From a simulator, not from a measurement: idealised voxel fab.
The document below concerns the process module designated voxel tone inversion.
Cross-section cut spans 230 nm and uses square cells 5 nm in size.
Format of a cross-section: grid, square cells. Given as bands. Order: top down. Band: one or more rows of cells.
In this notation a band is specified by the heights of its top and bottom, in that order and in nm, after which its materials appear from left to right, each paired with its width in nm. The word "everywhere" attached to a single material means that material fills the band from edge to edge; the word "air" stands for empty space.
The level at which height equals 0 is the one under which the wafer, as it arrives, is entirely one material. No lower edge exists for the bottom band, which continues downward and is notated as in "0 down".
The notation "30..40" denotes a width that varies across the rows of cells in the band, beginning at the first number in the top row, finishing at the second number in the bottom row, and changing by an identical amount from each row to the next.
Reading "everything unchanged" for a step: not a cell of the cross-section changed in it.
So "Internal closed voids" is basically the list of trapped voids: any empty space of 8 cells or more that can't reach the top through an opening. They're written width x height at distance, the distance being from the left edge, and it's all nm.
Where a step's line continues beyond its settings, the continuation is a remark by the simulator itself on that step.
If you see "overlay nm" on a step's line and that step has a mask, it's telling you how far right of where it was planned the mask ended up; a negative number means it went left instead.
# These are the steps we planned for the process
1: RECEIVE,material Si
2: CONFORMAL_DEP,material SiN,thk nm 5
3: DIRECTIONAL_DEP,material aC,thk nm 20
4: PATTERN,tone cover,mask id POSTS,material resist,width nm 25,pitch nm 45,thk nm 30,overlay nm 0
5: DIRECTIONAL_ETCH,etch materials aC,depth nm 20
6: STRIP,etch materials resist
7: FILL_DEP,material SiO2,thk nm 5
8: CMP,height nm 25
9: STRIP,etch materials aC
# first wafer, as planned
# Cross-section of the wafer as it came to us, i.e., already through step 1
* 0 down | Si everywhere
* Internal closed voids: none
# After step 2: wafer cross-section
* 5 to 0 | SiN everywhere
* Below a height of 0, the structure has not been altered.
# After step 3: wafer cross-section
* 25 to 5 | aC everywhere
* Below a height of 5, the structure has not been altered.
# After step 4: wafer cross-section
* 55 to 25 | air 80 nm / resist 25 nm / air 20 nm / resist 25 nm / air 80 nm
* Below a height of 25, the structure has not been altered.
# After step 5: wafer cross-section
* 35 to 25 | air 80 nm / resist 25 nm / air 20 nm / resist 25 nm / air 80 nm
* 25 to 5 | air 80 nm / aC 25 nm / air 20 nm / aC 25 nm / air 80 nm
* Below a height of 5, the structure has not been altered.
# After step 6: wafer cross-section
* 25 to 5 | air 80 nm / aC 25 nm / air 20 nm / aC 25 nm / air 80 nm
* Below a height of 5, the structure has not been altered.
# After step 7: wafer cross-section
* 30 to 25 | SiO2 everywhere
* 25 to 5 | SiO2 80 nm / aC 25 nm / SiO2 20 nm / aC 25 nm / SiO2 80 nm
* Below a height of 5, the structure has not been altered.
# After step 8: wafer cross-section
* 25 to 5 | SiO2 80 nm / aC 25 nm / SiO2 20 nm / aC 25 nm / SiO2 80 nm
* Below a height of 5, the structure has not been altered.
# After step 9: wafer cross-section
* 25 to 5 | SiO2 80 nm / air 25 nm / SiO2 20 nm / air 25 nm / SiO2 80 nm
* Below a height of 5, the structure has not been altered.
# Wafer two of two - same starting point, same process plan, one mistake in execution; matches wafer one up to and including step 7
# Look at the second wafer in cross-section at the time step 8 ought to have finished
* 15 to 5 | SiO2 80 nm / aC 25 nm / SiO2 20 nm / aC 25 nm / SiO2 80 nm
* Below a height of 5, the structure has not been altered.
# Look at the second wafer in cross-section at the time step 9 ought to have finished
* 15 to 5 | SiO2 80 nm / air 25 nm / SiO2 20 nm / air 25 nm / SiO2 80 nm
* Below a height of 5, the structure has not been altered.
Heads up, the wafer didn't run the way we planned it: contrary to plan, step 8 was performed as CMP,height nm 15
End check, counted in cells, second wafer has more or fewer of these materials than the first: -72 SiO2
